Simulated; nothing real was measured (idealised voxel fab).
Presented below is a process module, voxel ribs on slabs.
Square cell edge 5 nm, section width 140 nm, ID cut.
Throughout this document, each cross-section is represented as a grid of square cells and is presented as a sequence of bands enumerated from the top downward, where a band comprises one or more rows of cells.
Look at the band entry: it leads with the top's height and the bottom's height in nm. Then it lists the materials left to right, with a width in nm for each. The word "all across" on a single material says that material fills the band edge to edge. The word "empty" is empty space.
Below 0: as-received wafer, all one material; heights counted from there. Lowest band: no bottom, goes on down, written "top 0, no bottom".
Note: "30 to 40" means the width goes from the first number (top row of the band) to the second number (bottom row) in equal steps per row of cells.
What does "remained the same" mean for a step? It means no cell of the cross-section changed in that step.
Empty spaces counting at least 8 cells and having no open way to the top are listed in "Enclosed cavities". The notation width x height at distance is used for each, the distance being from the left edge and all three values in nm.
Text after the settings on a step's line: the simulator's own remark on that step.
overlay nm: mask right of planned place by this much (step with mask). Neg. = left.

Planned step list for the process:
step 1: RECEIVE with material Si
step 2: DIRECTIONAL_DEP with material SiO2, thk nm 20
step 3: DIRECTIONAL_DEP with material polySi, thk nm 25
step 4: PATTERN with tone cover, mask id RIB, material resist, width nm 30, thk nm 15, overlay nm 0
step 5: DIRECTIONAL_ETCH with etch materials polySi, depth nm 10
step 6: STRIP with etch materials resist
step 7: DIRECTIONAL_DEP with material aC, thk nm 15
step 8: PATTERN with tone cover, mask id SLAB, material resist, width nm 90, thk nm 30, overlay nm 0
step 9: DIRECTIONAL_ETCH with etch materials aC, depth nm 15
step 10: STRIP with etch materials resist
step 11: DIRECTIONAL_ETCH with etch materials polySi, depth nm 15
step 12: STRIP with etch materials aC
step 13: FILL_DEP with material SiO2, thk nm 25
step 14: CMP with height nm 60
step 15: DIRECTIONAL_DEP with material W, thk nm 10
step 16: MASKED_ETCH with tone cover, mask id HEATER, width nm 40, etch materials W, depth nm 10, overlay nm 0
step 17: CONFORMAL_DEP with material SiN, thk nm 10

As received, after step 1:
> top 0, no bottom = Si all across
> Enclosed cavities: none

Sectioned view, first of two wafers, at the close of the module, processed as intended in the plan:
> top 80, bottom 70 = 40 empty / 60 SiN / 40 empty
> top 70, bottom 60 = 50 SiN / 40 W / 50 SiN
> top 60, bottom 45 = SiO2 all across
> top 45, bottom 35 = 55 SiO2 / 30 polySi / 55 SiO2
> top 35, bottom 20 = 25 SiO2 / 90 polySi / 25 SiO2
> top 20, bottom 0 = SiO2 all across
> top 0, no bottom = Si all across
> Enclosed cavities: none

This cross-section belongs to the second wafer of two at the end of the module; the start and the plan were shared with the first, and the run included one mistake:
> top 80, bottom 70 = 40 empty / 60 SiN / 40 empty
> top 70, bottom 60 = 50 SiN / 40 W / 50 SiN
> top 60, bottom 40 = SiO2 all across
> top 40, bottom 30 = 55 SiO2 / 30 polySi / 55 SiO2
> top 30, bottom 15 = 25 SiO2 / 90 polySi / 25 SiO2
> top 15, bottom 0 = SiO2 all across
> top 0, no bottom = Si all across
> Enclosed cavities: none
Misprocessing identified: step 2 did not use the planned setting and instead ran as DIRECTIONAL_DEP with material SiO2, thk nm 15
End check, second vs first wafer: material counts in cells match, positions do not.
